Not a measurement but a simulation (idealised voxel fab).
You're looking at the process module voxel transistor to metal.
cross-section cut | 150 nm wide | cells 5 nm
Cross-sections here: square-cell grids, written as top-down lists of bands, a band being one or more rows of cells.
Band: top and bottom heights (nm) first, top before bottom; then materials from left to right, widths in nm. "all across" marks a sole material filling the band edge to edge. "blank" denotes empty space.
It should be noted that heights are counted from 0, beneath which the wafer as supplied is of one material throughout, and that the lowest band possesses no lower boundary but continues downward, as written in "top 0, no bottom".
Width "30..40": first value at the band's top row of cells, second value at its bottom row, equal change from row to row.
"changes: none" -> step changed no cross-section cell.
"Enclosed internal cavities" - sealed voids, min. 8 cells, no opening to top; format: width x height at distance (distance from left edge; nm throughout).
Whatever follows a step's settings on its line is a remark the simulator itself makes about that step.
For masked steps, "overlay nm" on the step line gives how far right of plan the mask actually lay; a minus sign means it lay to the left.
The process steps that were planned are listed below:
1. RECEIVE [material Si]
2. CONFORMAL_DEP [material SiO2] [thk nm 5]
3. CONFORMAL_DEP [material SiN] [thk nm 10]
4. PATTERN [tone cover] [mask id ACTIVE] [material resist] [width nm 90] [thk nm 15] [overlay nm 0]
5. DIRECTIONAL_ETCH [etch materials SiN] [depth nm 10]
6. DIRECTIONAL_ETCH [etch materials SiO2] [depth nm 5]
7. DIRECTIONAL_ETCH [etch materials Si] [depth nm 30]
8. STRIP [etch materials resist]
9. FILL_DEP [material SiO2] [thk nm 5]
10. CMP [height nm 15]
11. SELECTIVE_ETCH [etch materials SiO2] [depth nm 5]
12. STRIP [etch materials SiN]
13. SELECTIVE_ETCH [etch materials SiO2] [depth nm 5]
14. OXIDIZE [depth nm 5]
15. DIRECTIONAL_DEP [material polySi] [thk nm 30]
16. DIRECTIONAL_DEP [material SiCN] [thk nm 15]
17. DIRECTIONAL_DEP [material aC] [thk nm 15]
18. PATTERN [tone cover] [mask id GATE] [material resist] [width nm 20] [thk nm 35] [overlay nm 0]
19. DIRECTIONAL_ETCH [etch materials aC] [depth nm 15]
20. STRIP [etch materials resist]
21. DIRECTIONAL_ETCH [etch materials SiCN] [depth nm 25]
22. DIRECTIONAL_ETCH [etch materials polySi] [depth nm 40]
23. STRIP [etch materials aC]
24. CONFORMAL_DEP [material SiN] [thk nm 5]
25. DIRECTIONAL_ETCH [etch materials SiN] [depth nm 5]
26. DIRECTIONAL_ETCH [etch materials SiO2] [depth nm 5]
27. DIRECTIONAL_ETCH [etch materials Si] [depth nm 10]
28. EPI [material SiGe] [thk nm 15]
29. FILL_DEP [material SiO2] [thk nm 10]
30. CMP [height nm 45]
31. DIRECTIONAL_DEP [material SiO2] [thk nm 15]
32. DIRECTIONAL_DEP [material aC] [thk nm 15]
33. PATTERN [tone open] [mask id CONTACT] [material resist] [width nm 15] [pitch nm 65] [thk nm 35] [overlay nm 0]
34. DIRECTIONAL_ETCH [etch materials aC] [depth nm 15]
35. STRIP [etch materials resist]
36. DIRECTIONAL_ETCH [etch materials SiO2] [depth nm 60]
37. STRIP [etch materials aC]
38. CONFORMAL_DEP [material TiN] [thk nm 5]
39. FILL_DEP [material Ru] [thk nm 5]
40. CMP [height nm 60]
41. CONFORMAL_DEP [material SiN] [thk nm 5]
42. DIRECTIONAL_DEP [material SiO2] [thk nm 25]
43. MASKED_ETCH [tone open] [mask id METAL_1] [width nm 15] [pitch nm 65] [etch materials SiO2] [depth nm 25] [overlay nm 0]
44. MASKED_ETCH [tone open] [mask id METAL_1] [width nm 15] [pitch nm 65] [etch materials SiN] [depth nm 5] [overlay nm 0]
45. CONFORMAL_DEP [material TiN] [thk nm 5]
46. FILL_DEP [material Ru] [thk nm 5]
47. CMP [height nm 90]
48. CONFORMAL_DEP [material SiCN] [thk nm 5]
Concerning the first of two wafers, which was run in accordance with the plan:
Delivered wafer in cross-section: state after step 1:
> top 0, no bottom: Si all across
> Enclosed internal cavities: none
The wafer in cross-section once step 2 is complete:
> top 5, bottom 0: SiO2 all across
> Note: structure below 0 unchanged.
The wafer in cross-section once step 3 is complete:
> top 15, bottom 5: SiN all across
> Note: structure below 5 unchanged.
The wafer in cross-section once step 4 is complete:
> top 30, bottom 15: 30 nm blank  90 nm resist  30 nm blank
> Note: structure below 15 unchanged.
The wafer in cross-section once step 5 is complete:
> top 30, bottom 15: 30 nm blank  90 nm resist  30 nm blank
> top 15, bottom 5: 30 nm blank  90 nm SiN  30 nm blank
> Note: structure below 5 unchanged.
The wafer in cross-section once step 6 is complete:
> top 30, bottom 15: 30 nm blank  90 nm resist  30 nm blank
> top 15, bottom 5: 30 nm blank  90 nm SiN  30 nm blank
> top 5, bottom 0: 30 nm blank  90 nm SiO2  30 nm blank
> Note: structure below 0 unchanged.
The wafer in cross-section once step 7 is complete:
> top 30, bottom 15: 30 nm blank  90 nm resist  30 nm blank
> top 15, bottom 5: 30 nm blank  90 nm SiN  30 nm blank
> top 5, bottom 0: 30 nm blank  90 nm SiO2  30 nm blank
> top 0, bottom -30: 30 nm blank  90 nm Si  30 nm blank
> Note: structure below -30 unchanged.
The wafer in cross-section once step 8 is complete:
> top 15, bottom 5: 30 nm blank  90 nm SiN  30 nm blank
> Note: structure below 5 unchanged.
The wafer in cross-section once step 9 is complete:
> top 20, bottom 15: SiO2 all across
> top 15, bottom 5: 30 nm SiO2  90 nm SiN  30 nm SiO2
> top 5, bottom 0: SiO2 all across
> top 0, bottom -30: 30 nm SiO2  90 nm Si  30 nm SiO2
> Note: structure below -30 unchanged.
The wafer in cross-section once step 10 is complete:
> top 15, bottom 5: 30 nm SiO2  90 nm SiN  30 nm SiO2
> Note: structure below 5 unchanged.
The wafer in cross-section once step 11 is complete:
> top 15, bottom 10: 30 nm blank  90 nm SiN  30 nm blank
> Note: structure below 10 unchanged.
The wafer in cross-section once step 12 is complete:
> top 10, bottom 5: 30 nm SiO2  90 nm blank  30 nm SiO2
> Note: structure below 5 unchanged.
The wafer in cross-section once step 13 is complete:
> top 5, bottom 0: 25 nm SiO2  100 nm blank  25 nm SiO2
> Note: structure below 0 unchanged.
The wafer in cross-section once step 14 is complete:
> top 5, bottom 0: 25 nm SiO2  100 nm blank  25 nm SiO2
> top 0, bottom -5: SiO2 all across
> Note: structure below -5 unchanged.
The wafer in cross-section once step 15 is complete:
> top 35, bottom 30: 25 nm polySi  100 nm blank  25 nm polySi
> top 30, bottom 5: polySi all across
> top 5, bottom 0: 25 nm SiO2  100 nm polySi  25 nm SiO2
> Note: structure below 0 unchanged.
The wafer in cross-section once step 16 is complete:
> top 50, bottom 45: 25 nm SiCN  100 nm blank  25 nm SiCN
> top 45, bottom 35: SiCN all across
> top 35, bottom 30: 25 nm polySi  100 nm SiCN  25 nm polySi
> Note: structure below 30 unchanged.
The wafer in cross-section once step 17 is complete:
> top 65, bottom 60: 25 nm aC  100 nm blank  25 nm aC
> top 60, bottom 50: aC all across
> top 50, bottom 45: 25 nm SiCN  100 nm aC  25 nm SiCN
> Note: structure below 45 unchanged.
The wafer in cross-section once step 18 is complete:
> top 100, bottom 65: 65 nm blank  20 nm resist  65 nm blank
> top 65, bottom 60: 25 nm aC  40 nm blank  20 nm resist  40 nm blank  25 nm aC
> Note: structure below 60 unchanged.
The wafer in cross-section once step 19 is complete:
> top 85, bottom 60: 65 nm blank  20 nm resist  65 nm blank
> top 60, bottom 50: 65 nm blank  20 nm aC  65 nm blank
> top 50, bottom 45: 25 nm SiCN  40 nm blank  20 nm aC  40 nm blank  25 nm SiCN
> Note: structure below 45 unchanged.
The wafer in cross-section once step 20 is complete:
> top 60, bottom 50: 65 nm blank  20 nm aC  65 nm blank
> Note: structure below 50 unchanged.
The wafer in cross-section once step 21 is complete:
> top 60, bottom 45: 65 nm blank  20 nm aC  65 nm blank
> top 45, bottom 35: 65 nm blank  20 nm SiCN  65 nm blank
> top 35, bottom 30: 25 nm polySi  40 nm blank  20 nm SiCN  40 nm blank  25 nm polySi
> Note: structure below 30 unchanged.
The wafer in cross-section once step 22 is complete:
> top 60, bottom 45: 65 nm blank  20 nm aC  65 nm blank
> top 45, bottom 30: 65 nm blank  20 nm SiCN  65 nm blank
> top 30, bottom 5: 65 nm blank  20 nm polySi  65 nm blank
> top 5, bottom 0: 25 nm SiO2  40 nm blank  20 nm polySi  40 nm blank  25 nm SiO2
> Note: structure below 0 unchanged.
The wafer in cross-section once step 23 is complete:
> top 45, bottom 30: 65 nm blank  20 nm SiCN  65 nm blank
> Note: structure below 30 unchanged.
The wafer in cross-section once step 24 is complete:
> top 50, bottom 45: 60 nm blank  30 nm SiN  60 nm blank
> top 45, bottom 30: 60 nm blank  5 nm SiN  20 nm SiCN  5 nm SiN  60 nm blank
> top 30, bottom 10: 60 nm blank  5 nm SiN  20 nm polySi  5 nm SiN  60 nm blank
> top 10, bottom 5: 30 nm SiN  30 nm blank  5 nm SiN  20 nm polySi  5 nm SiN  30 nm blank  30 nm SiN
> top 5, bottom 0: 25 nm SiO2  40 nm SiN  20 nm polySi  40 nm SiN  25 nm SiO2
> Note: structure below 0 unchanged.
The wafer in cross-section once step 25 is complete:
> top 45, bottom 30: 60 nm blank  5 nm SiN  20 nm SiCN  5 nm SiN  60 nm blank
> top 30, bottom 5: 60 nm blank  5 nm SiN  20 nm polySi  5 nm SiN  60 nm blank
> top 5, bottom 0: 25 nm SiO2  5 nm SiN  30 nm blank  5 nm SiN  20 nm polySi  5 nm SiN  30 nm blank  5 nm SiN  25 nm SiO2
> Note: structure below 0 unchanged.
The wafer in cross-section once step 26 is complete:
> top 45, bottom 30: 60 nm blank  5 nm SiN  20 nm SiCN  5 nm SiN  60 nm blank
> top 30, bottom 5: 60 nm blank  5 nm SiN  20 nm polySi  5 nm SiN  60 nm blank
> top 5, bottom 0: 25 nm blank  5 nm SiN  30 nm blank  5 nm SiN  20 nm polySi  5 nm SiN  30 nm blank  5 nm SiN  25 nm blank
> top 0, bottom -5: 30 nm SiO2  30 nm blank  30 nm SiO2  30 nm blank  30 nm SiO2
> Note: structure below -5 unchanged.
The wafer in cross-section once step 27 is complete:
> top 45, bottom 30: 60 nm blank  5 nm SiN  20 nm SiCN  5 nm SiN  60 nm blank
> top 30, bottom 5: 60 nm blank  5 nm SiN  20 nm polySi  5 nm SiN  60 nm blank
> top 5, bottom 0: 25 nm blank  5 nm SiN  30 nm blank  5 nm SiN  20 nm polySi  5 nm SiN  30 nm blank  5 nm SiN  25 nm blank
> top 0, bottom -5: 30 nm SiO2  30 nm blank  30 nm SiO2  30 nm blank  30 nm SiO2
> top -5, bottom -15: 30 nm SiO2  30 nm blank  30 nm Si  30 nm blank  30 nm SiO2
> Note: structure below -15 unchanged.
The wafer in cross-section once step 28 is complete:
> top 45, bottom 30: 60 nm blank  5 nm SiN  20 nm SiCN  5 nm SiN  60 nm blank
> top 30, bottom 10: 60 nm blank  5 nm SiN  20 nm polySi  5 nm SiN  60 nm blank
> top 10, bottom 5: 45 nm blank  15 nm SiGe  5 nm SiN  20 nm polySi  5 nm SiN  15 nm SiGe  45 nm blank
> top 5, bottom 0: 25 nm blank  5 nm SiN  15 nm blank  15 nm SiGe  5 nm SiN  20 nm polySi  5 nm SiN  15 nm SiGe  15 nm blank  5 nm SiN  25 nm blank
> top 0, bottom -5: 30 nm SiO2  30 nm SiGe  30 nm SiO2  30 nm SiGe  30 nm SiO2
> top -5, bottom -15: 30 nm SiO2  30 nm SiGe  30 nm Si  30 nm SiGe  30 nm SiO2
> Note: structure below -15 unchanged.
The wafer in cross-section once step 29 is complete:
> top 55, bottom 45: SiO2 all across
> top 45, bottom 30: 60 nm SiO2  5 nm SiN  20 nm SiCN  5 nm SiN  60 nm SiO2
> top 30, bottom 10: 60 nm SiO2  5 nm SiN  20 nm polySi  5 nm SiN  60 nm SiO2
> top 10, bottom 5: 45 nm SiO2  15 nm SiGe  5 nm SiN  20 nm polySi  5 nm SiN  15 nm SiGe  45 nm SiO2
> top 5, bottom 0: 25 nm SiO2  5 nm SiN  15 nm SiO2  15 nm SiGe  5 nm SiN  20 nm polySi  5 nm SiN  15 nm SiGe  15 nm SiO2  5 nm SiN  25 nm SiO2
> Note: structure below 0 unchanged.
The wafer in cross-section once step 30 is complete:
> top 45, bottom 30: 60 nm SiO2  5 nm SiN  20 nm SiCN  5 nm SiN  60 nm SiO2
> Note: structure below 30 unchanged.
The wafer in cross-section once step 31 is complete:
> top 60, bottom 45: SiO2 all across
> Note: structure below 45 unchanged.
The wafer in cross-section once step 32 is complete:
> top 75, bottom 60: aC all across
> Note: structure below 60 unchanged.
The wafer in cross-section once step 33 is complete:
> top 110, bottom 75: 35 nm resist  15 nm blank  50 nm resist  15 nm blank  35 nm resist
> Note: structure below 75 unchanged.
The wafer in cross-section once step 34 is complete:
> top 95, bottom 75: 35 nm resist  15 nm blank  50 nm resist  15 nm blank  35 nm resist
> top 75, bottom 60: 35 nm aC  15 nm blank  50 nm aC  15 nm blank  35 nm aC
> Note: structure below 60 unchanged.
The wafer in cross-section once step 35 is complete:
> top 75, bottom 60: 35 nm aC  15 nm blank  50 nm aC  15 nm blank  35 nm aC
> Note: structure below 60 unchanged.
The wafer in cross-section once step 36 is complete:
> top 75, bottom 60: 35 nm aC  15 nm blank  50 nm aC  15 nm blank  35 nm aC
> top 60, bottom 45: 35 nm SiO2  15 nm blank  50 nm SiO2  15 nm blank  35 nm SiO2
> top 45, bottom 30: 35 nm SiO2  15 nm blank  10 nm SiO2  5 nm SiN  20 nm SiCN  5 nm SiN  10 nm SiO2  15 nm blank  35 nm SiO2
> top 30, bottom 10: 35 nm SiO2  15 nm blank  10 nm SiO2  5 nm SiN  20 nm polySi  5 nm SiN  10 nm SiO2  15 nm blank  35 nm SiO2
> top 10, bottom 5: 35 nm SiO2  10 nm blank  15 nm SiGe  5 nm SiN  20 nm polySi  5 nm SiN  15 nm SiGe  10 nm blank  35 nm SiO2
> top 5, bottom 0: 25 nm SiO2  5 nm SiN  5 nm SiO2  10 nm blank  15 nm SiGe  5 nm SiN  20 nm polySi  5 nm SiN  15 nm SiGe  10 nm blank  5 nm SiO2  5 nm SiN  25 nm SiO2
> Note: structure below 0 unchanged.
The wafer in cross-section once step 37 is complete:
> top 60, bottom 45: 35 nm SiO2  15 nm blank  50 nm SiO2  15 nm blank  35 nm SiO2
> Note: structure below 45 unchanged.
The wafer in cross-section once step 38 is complete:
> top 65, bottom 60: 40 nm TiN  5 nm blank  60 nm TiN  5 nm blank  40 nm TiN
> top 60, bottom 45: 35 nm SiO2  5 nm TiN  5 nm blank  5 nm TiN  50 nm SiO2  5 nm TiN  5 nm blank  5 nm TiN  35 nm SiO2
> top 45, bottom 30: 35 nm SiO2  5 nm TiN  5 nm blank  5 nm TiN  10 nm SiO2  5 nm SiN  20 nm SiCN  5 nm SiN  10 nm SiO2  5 nm TiN  5 nm blank  5 nm TiN  35 nm SiO2
> top 30, bottom 15: 35 nm SiO2  5 nm TiN  5 nm blank  5 nm TiN  10 nm SiO2  5 nm SiN  20 nm polySi  5 nm SiN  10 nm SiO2  5 nm TiN  5 nm blank  5 nm TiN  35 nm SiO2
> top 15, bottom 10: 35 nm SiO2  15 nm TiN  10 nm SiO2  5 nm SiN  20 nm polySi  5 nm SiN  10 nm SiO2  15 nm TiN  35 nm SiO2
> top 10, bottom 5: 35 nm SiO2  10 nm TiN  15 nm SiGe  5 nm SiN  20 nm polySi  5 nm SiN  15 nm SiGe  10 nm TiN  35 nm SiO2
> top 5, bottom 0: 25 nm SiO2  5 nm SiN  5 nm SiO2  10 nm TiN  15 nm SiGe  5 nm SiN  20 nm polySi  5 nm SiN  15 nm SiGe  10 nm TiN  5 nm SiO2  5 nm SiN  25 nm SiO2
> Note: structure below 0 unchanged.
The wafer in cross-section once step 39 is complete:
> top 70, bottom 65: Ru all across
> top 65, bottom 60: 40 nm TiN  5 nm Ru  60 nm TiN  5 nm Ru  40 nm TiN
> top 60, bottom 45: 35 nm SiO2  5 nm TiN  5 nm Ru  5 nm TiN  50 nm SiO2  5 nm TiN  5 nm Ru  5 nm TiN  35 nm SiO2
> top 45, bottom 30: 35 nm SiO2  5 nm TiN  5 nm Ru  5 nm TiN  10 nm SiO2  5 nm SiN  20 nm SiCN  5 nm SiN  10 nm SiO2  5 nm TiN  5 nm Ru  5 nm TiN  35 nm SiO2
> top 30, bottom 15: 35 nm SiO2  5 nm TiN  5 nm Ru  5 nm TiN  10 nm SiO2  5 nm SiN  20 nm polySi  5 nm SiN  10 nm SiO2  5 nm TiN  5 nm Ru  5 nm TiN  35 nm SiO2
> Note: structure below 15 unchanged.
The wafer in cross-section once step 40 is complete:
> top 60, bottom 45: 35 nm SiO2  5 nm TiN  5 nm Ru  5 nm TiN  50 nm SiO2  5 nm TiN  5 nm Ru  5 nm TiN  35 nm SiO2
> Note: structure below 45 unchanged.
The wafer in cross-section once step 41 is complete:
> top 65, bottom 60: SiN all across
> Note: structure below 60 unchanged.
The wafer in cross-section once step 42 is complete:
> top 90, bottom 65: SiO2 all across
> Note: structure below 65 unchanged.
The wafer in cross-section once step 43 is complete:
> top 90, bottom 65: 35 nm SiO2  15 nm blank  50 nm SiO2  15 nm blank  35 nm SiO2
> Note: structure below 65 unchanged.
The wafer in cross-section once step 44 is complete:
> top 90, bottom 65: 35 nm SiO2  15 nm blank  50 nm SiO2  15 nm blank  35 nm SiO2
> top 65, bottom 60: 35 nm SiN  15 nm blank  50 nm SiN  15 nm blank  35 nm SiN
> Note: structure below 60 unchanged.
The wafer in cross-section once step 45 is complete:
> top 95, bottom 90: 40 nm TiN  5 nm blank  60 nm TiN  5 nm blank  40 nm TiN
> top 90, bottom 65: 35 nm SiO2  5 nm TiN  5 nm blank  5 nm TiN  50 nm SiO2  5 nm TiN  5 nm blank  5 nm TiN  35 nm SiO2
> top 65, bottom 60: 35 nm SiN  15 nm TiN  50 nm SiN  15 nm TiN  35 nm SiN
> Note: structure below 60 unchanged.
The wafer in cross-section once step 46 is complete:
> top 100, bottom 95: Ru all across
> top 95, bottom 90: 40 nm TiN  5 nm Ru  60 nm TiN  5 nm Ru  40 nm TiN
> top 90, bottom 65: 35 nm SiO2  5 nm TiN  5 nm Ru  5 nm TiN  50 nm SiO2  5 nm TiN  5 nm Ru  5 nm TiN  35 nm SiO2
> Note: structure below 65 unchanged.
The wafer in cross-section once step 47 is complete:
> top 90, bottom 65: 35 nm SiO2  5 nm TiN  5 nm Ru  5 nm TiN  50 nm SiO2  5 nm TiN  5 nm Ru  5 nm TiN  35 nm SiO2
> Note: structure below 65 unchanged.
The wafer in cross-section once step 48 is complete:
> top 95, bottom 90: SiCN all across
> Note: structure below 90 unchanged.
Second Wafer (Identical Start and Plan, One Processing Error; Matches First Wafer Through Step 25):
Second wafer at the planned finish of step 26, seen in cross-section:
> top 45, bottom 40: 60 nm blank  5 nm SiN  20 nm blank  5 nm SiN  60 nm blank
> Note: structure below 40 unchanged.
Second wafer at the planned finish of step 27, seen in cross-section: changes: none
Second wafer at the planned finish of step 28, seen in cross-section: changes: none
Second wafer at the planned finish of step 29, seen in cross-section:
> top 55, bottom 45: SiO2 all across
> top 45, bottom 40: 60 nm SiO2  5 nm SiN  20 nm SiO2  5 nm SiN  60 nm SiO2
> top 40, bottom 30: 60 nm SiO2  5 nm SiN  20 nm SiCN  5 nm SiN  60 nm SiO2
> top 30, bottom 5: 60 nm SiO2  5 nm SiN  20 nm polySi  5 nm SiN  60 nm SiO2
> top 5, bottom 0: 25 nm SiO2  5 nm SiN  30 nm SiO2  5 nm SiN  20 nm polySi  5 nm SiN  30 nm SiO2  5 nm SiN  25 nm SiO2
> Note: structure below 0 unchanged.
Second wafer at the planned finish of step 30, seen in cross-section:
> top 45, bottom 40: 60 nm SiO2  5 nm SiN  20 nm SiO2  5 nm SiN  60 nm SiO2
> Note: structure below 40 unchanged.
Second wafer at the planned finish of step 31, seen in cross-section:
> top 60, bottom 45: SiO2 all across
> Note: structure below 45 unchanged.
Second wafer at the planned finish of step 32, seen in cross-section:
> top 75, bottom 60: aC all across
> Note: structure below 60 unchanged.
Second wafer at the planned finish of step 33, seen in cross-section:
> top 110, bottom 75: 35 nm resist  15 nm blank  50 nm resist  15 nm blank  35 nm resist
> Note: structure below 75 unchanged.
Second wafer at the planned finish of step 34, seen in cross-section:
> top 95, bottom 75: 35 nm resist  15 nm blank  50 nm resist  15 nm blank  35 nm resist
> top 75, bottom 60: 35 nm aC  15 nm blank  50 nm aC  15 nm blank  35 nm aC
> Note: structure below 60 unchanged.
Second wafer at the planned finish of step 35, seen in cross-section:
> top 75, bottom 60: 35 nm aC  15 nm blank  50 nm aC  15 nm blank  35 nm aC
> Note: structure below 60 unchanged.
Second wafer at the planned finish of step 36, seen in cross-section:
> top 75, bottom 60: 35 nm aC  15 nm blank  50 nm aC  15 nm blank  35 nm aC
> top 60, bottom 45: 35 nm SiO2  15 nm blank  50 nm SiO2  15 nm blank  35 nm SiO2
> top 45, bottom 40: 35 nm SiO2  15 nm blank  10 nm SiO2  5 nm SiN  20 nm SiO2  5 nm SiN  10 nm SiO2  15 nm blank  35 nm SiO2
> top 40, bottom 30: 35 nm SiO2  15 nm blank  10 nm SiO2  5 nm SiN  20 nm SiCN  5 nm SiN  10 nm SiO2  15 nm blank  35 nm SiO2
> top 30, bottom 5: 35 nm SiO2  15 nm blank  10 nm SiO2  5 nm SiN  20 nm polySi  5 nm SiN  10 nm SiO2  15 nm blank  35 nm SiO2
> top 5, bottom 0: 25 nm SiO2  5 nm SiN  5 nm SiO2  15 nm blank  10 nm SiO2  5 nm SiN  20 nm polySi  5 nm SiN  10 nm SiO2  15 nm blank  5 nm SiO2  5 nm SiN  25 nm SiO2
> Note: structure below 0 unchanged.
Second wafer at the planned finish of step 37, seen in cross-section:
> top 60, bottom 45: 35 nm SiO2  15 nm blank  50 nm SiO2  15 nm blank  35 nm SiO2
> Note: structure below 45 unchanged.
Second wafer at the planned finish of step 38, seen in cross-section:
> top 65, bottom 60: 40 nm TiN  5 nm blank  60 nm TiN  5 nm blank  40 nm TiN
> top 60, bottom 45: 35 nm SiO2  5 nm TiN  5 nm blank  5 nm TiN  50 nm SiO2  5 nm TiN  5 nm blank  5 nm TiN  35 nm SiO2
> top 45, bottom 40: 35 nm SiO2  5 nm TiN  5 nm blank  5 nm TiN  10 nm SiO2  5 nm SiN  20 nm SiO2  5 nm SiN  10 nm SiO2  5 nm TiN  5 nm blank  5 nm TiN  35 nm SiO2
> top 40, bottom 30: 35 nm SiO2  5 nm TiN  5 nm blank  5 nm TiN  10 nm SiO2  5 nm SiN  20 nm SiCN  5 nm SiN  10 nm SiO2  5 nm TiN  5 nm blank  5 nm TiN  35 nm SiO2
> top 30, bottom 5: 35 nm SiO2  5 nm TiN  5 nm blank  5 nm TiN  10 nm SiO2  5 nm SiN  20 nm polySi  5 nm SiN  10 nm SiO2  5 nm TiN  5 nm blank  5 nm TiN  35 nm SiO2
> top 5, bottom 0: 25 nm SiO2  5 nm SiN  5 nm SiO2  15 nm TiN  10 nm SiO2  5 nm SiN  20 nm polySi  5 nm SiN  10 nm SiO2  15 nm TiN  5 nm SiO2  5 nm SiN  25 nm SiO2
> Note: structure below 0 unchanged.
Second wafer at the planned finish of step 39, seen in cross-section:
> top 70, bottom 65: Ru all across
> top 65, bottom 60: 40 nm TiN  5 nm Ru  60 nm TiN  5 nm Ru  40 nm TiN
> top 60, bottom 45: 35 nm SiO2  5 nm TiN  5 nm Ru  5 nm TiN  50 nm SiO2  5 nm TiN  5 nm Ru  5 nm TiN  35 nm SiO2
> top 45, bottom 40: 35 nm SiO2  5 nm TiN  5 nm Ru  5 nm TiN  10 nm SiO2  5 nm SiN  20 nm SiO2  5 nm SiN  10 nm SiO2  5 nm TiN  5 nm Ru  5 nm TiN  35 nm SiO2
> top 40, bottom 30: 35 nm SiO2  5 nm TiN  5 nm Ru  5 nm TiN  10 nm SiO2  5 nm SiN  20 nm SiCN  5 nm SiN  10 nm SiO2  5 nm TiN  5 nm Ru  5 nm TiN  35 nm SiO2
> top 30, bottom 5: 35 nm SiO2  5 nm TiN  5 nm Ru  5 nm TiN  10 nm SiO2  5 nm SiN  20 nm polySi  5 nm SiN  10 nm SiO2  5 nm TiN  5 nm Ru  5 nm TiN  35 nm SiO2
> Note: structure below 5 unchanged.
Second wafer at the planned finish of step 40, seen in cross-section:
> top 60, bottom 45: 35 nm SiO2  5 nm TiN  5 nm Ru  5 nm TiN  50 nm SiO2  5 nm TiN  5 nm Ru  5 nm TiN  35 nm SiO2
> Note: structure below 45 unchanged.
Second wafer at the planned finish of step 41, seen in cross-section:
> top 65, bottom 60: SiN all across
> Note: structure below 60 unchanged.
Second wafer at the planned finish of step 42, seen in cross-section:
> top 90, bottom 65: SiO2 all across
> Note: structure below 65 unchanged.
Second wafer at the planned finish of step 43, seen in cross-section:
> top 90, bottom 65: 35 nm SiO2  15 nm blank  50 nm SiO2  15 nm blank  35 nm SiO2
> Note: structure below 65 unchanged.
Second wafer at the planned finish of step 44, seen in cross-section:
> top 90, bottom 65: 35 nm SiO2  15 nm blank  50 nm SiO2  15 nm blank  35 nm SiO2
> top 65, bottom 60: 35 nm SiN  15 nm blank  50 nm SiN  15 nm blank  35 nm SiN
> Note: structure below 60 unchanged.
Second wafer at the planned finish of step 45, seen in cross-section:
> top 95, bottom 90: 40 nm TiN  5 nm blank  60 nm TiN  5 nm blank  40 nm TiN
> top 90, bottom 65: 35 nm SiO2  5 nm TiN  5 nm blank  5 nm TiN  50 nm SiO2  5 nm TiN  5 nm blank  5 nm TiN  35 nm SiO2
> top 65, bottom 60: 35 nm SiN  15 nm TiN  50 nm SiN  15 nm TiN  35 nm SiN
> Note: structure below 60 unchanged.
Second wafer at the planned finish of step 46, seen in cross-section:
> top 100, bottom 95: Ru all across
> top 95, bottom 90: 40 nm TiN  5 nm Ru  60 nm TiN  5 nm Ru  40 nm TiN
> top 90, bottom 65: 35 nm SiO2  5 nm TiN  5 nm Ru  5 nm TiN  50 nm SiO2  5 nm TiN  5 nm Ru  5 nm TiN  35 nm SiO2
> Note: structure below 65 unchanged.
Second wafer at the planned finish of step 47, seen in cross-section:
> top 90, bottom 65: 35 nm SiO2  5 nm TiN  5 nm Ru  5 nm TiN  50 nm SiO2  5 nm TiN  5 nm Ru  5 nm TiN  35 nm SiO2
> Note: structure below 65 unchanged.
Second wafer at the planned finish of step 48, seen in cross-section:
> top 95, bottom 90: SiCN all across
> Note: structure below 90 unchanged.
Against the plan, the run slipped here: step 26 deviated from plan and actually ran as DIRECTIONAL_ETCH [etch materials SiCN] [depth nm 5]
Wrapping up, a cell-based count of both wafers puts the second over or under the first for these materials: Ru: 4 more, Si: 24 more, SiCN: 4 fewer, SiGe: 48 fewer, SiO2: 24 more
